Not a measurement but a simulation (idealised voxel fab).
Process module in this document: voxel trench capacitor
FYI the section here is cut, 300 nm wide, cells are 5 nm squares.
Cross-section layout: square cells on a grid; listed as bands, top to bottom; a band spans one or more cell rows. A band entry consists of two parts. The first gives the height of the band's top and the height of its bottom, in nm. The rest lists the band's materials from left to right, each with its width in nm. A single material labelled with the word "throughout" fills the band from edge to edge, and the word "empty" marks empty space. Beneath 0, the wafer as received is one material, and that level is where height counting begins. The lowest band goes on downward without a bottom; it is written like "0..down". So if you see something like "30->40" for the width, read it as the top row of the band sitting at the first number and the bottom row at the second, with every row in between moving by the same amount as the last. "remains unaltered" for a step: no cell of the cross-section changed in that step. Entry "Unvented voids". Content: empty spaces with no open connection to the top, size 8 cells or greater. Each: width x height at distance. Distance: from left edge. Unit: nm. Note: text after step settings on the step line = simulator remark on that step. Among the settings permitted on a step's line is "overlay nm"; applied to a step with a mask, it specifies the extent to which the mask lay to the right of its planned position, whereas a negative figure signifies a position to the left.
INTENDED PROCESS STEPS
| 1 | RECEIVE (material Si) |
| 2 | CONFORMAL_DEP (material SiN; thk nm 5) |
| 3 | DIRECTIONAL_DEP (material aC; thk nm 10) |
| 4 | PATTERN (tone open; mask id TRENCH; material resist; width nm 20; pitch nm 35; thk nm 30; overlay nm 0) |
| 5 | DIRECTIONAL_ETCH (etch materials aC; depth nm 10) |
| 6 | STRIP (etch materials resist) |
| 7 | DIRECTIONAL_ETCH (etch materials SiN; depth nm 5) |
| 8 | DIRECTIONAL_ETCH (etch materials Si; depth nm 35) |
| 9 | STRIP (etch materials aC) |
| 10 | CONFORMAL_DEP (material SiO2; thk nm 5) |
| 11 | FILL_DEP (material polySi; thk nm 10) |
| 12 | CMP (height nm 5) |
CROSS-SECTION OF THE WAFER AS IT CAME TO US, I.E., ALREADY THROUGH STEP 1
	0..down | Si throughout
	Unvented voids: none
FIRST WAFER OF TWO, SECTIONED AT END OF MODULE; RUN WENT PER PLAN
	5..0 | SiN (105), SiO2 (5), polySi (10), SiO2 (5), SiN (15), SiO2 (5), polySi (10), SiO2 (5), SiN (15), SiO2 (5), polySi (10), SiO2 (5), SiN (105)
	0..-30 | Si (105), SiO2 (5), polySi (10), SiO2 (5), Si (15), SiO2 (5), polySi (10), SiO2 (5), Si (15), SiO2 (5), polySi (10), SiO2 (5), Si (105)
	-30..-35 | Si (105), SiO2 (20), Si (15), SiO2 (20), Si (15), SiO2 (20), Si (105)
	-35..down | Si throughout
	Unvented voids: none
SO THIS IS WAFER NUMBER TWO OF THE TWO, CUT AT THE END OF THE MODULE - IT STARTED WHERE THE FIRST DID AND HAD THE SAME PLAN, WE JUST GOT ONE THING WRONG RUNNING IT
	5..0 | SiN (115), SiO2 (5), polySi (10), SiO2 (5), SiN (15), SiO2 (5), polySi (10), SiO2 (5), SiN (15), SiO2 (5), polySi (10), SiO2 (5), SiN (95)
	0..-30 | Si (115), SiO2 (5), polySi (10), SiO2 (5), Si (15), SiO2 (5), polySi (10), SiO2 (5), Si (15), SiO2 (5), polySi (10), SiO2 (5), Si (95)
	-30..-35 | Si (115), SiO2 (20), Si (15), SiO2 (20), Si (15), SiO2 (20), Si (95)
	-35..down | Si throughout
	Unvented voids: none
what went wrong: step 4 was not run as planned; what actually ran was PATTERN (tone open; mask id TRENCH; material resist; width nm 20; pitch nm 35; thk nm 30; overlay nm 10)
End check, second vs first wafer: material counts in cells match, positions do not.
